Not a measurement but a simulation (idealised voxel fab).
Presented below is a process module, voxel lift off.
The cross-section shown here is cut; it is 285 nm wide and divided into square cells measuring 5 nm on a side.
Cross-section spec: square-cell grid; bands listed top down; each band is one or more rows. Band: top height; bottom height; in nm. Then, left to right: material with width in nm, for each material. "all across": a single material spanning edge to edge. "blank": empty space. Heights are reckoned from 0. Under this level, the received wafer is all of one material. The bottommost band is open-ended downward, for example "0 nm and below". The expression "30->40" gives the width at the extremes of the band, the first number at its top row of cells and the second at its bottom row, with the width changing by equal amounts from each row to the next in between. "nothing changed" -> step changed no cross-section cell. Empty spaces without an open route to the top, at least 8 cells in extent, make up the entry "Fully enclosed voids"; each is given as width x height at distance, where the distance is measured from the left edge, and all are in nm. Whatever follows a step's settings on its line is a remark the simulator itself makes about that step. overlay nm: mask right of planned place by this much (step with mask). Neg. = left.
## Intended process steps
1,op RECEIVE | material Si
2,op CONFORMAL_DEP | material Al2O3 | thk nm 5
3,op PATTERN | tone open | mask id LINES | material resist | width nm 15 | pitch nm 40 | thk nm 25 | overlay nm 0
4,op DIRECTIONAL_DEP | material Ru | thk nm 15
5,op STRIP | etch materials resist
6,op CONFORMAL_DEP | material SiN | thk nm 5
What sets these wafers apart? The thk nm at step 6. They all start alike, and the plan carries the first wafer's value.
## Cross-section: the first of several wafers in its as-received state, i.e. following step 1
0 nm and below = Si all across
Fully enclosed voids: none
## Basically each wafer gets a line in the table, showing it at the end of the module: material by material, the cells it gained (+) or lost (-) since we got it, then its closed voids
thk nm 5, +57 Al2O3, +36 Ru, +81 SiN, Fully enclosed voids: none
thk nm 10, +57 Al2O3, +36 Ru, +162 SiN, Fully enclosed voids: none
thk nm 15, +57 Al2O3, +36 Ru, +234 SiN, Fully enclosed voids: none
thk nm 20, +57 Al2O3, +36 Ru, +297 SiN, Fully enclosed voids: none
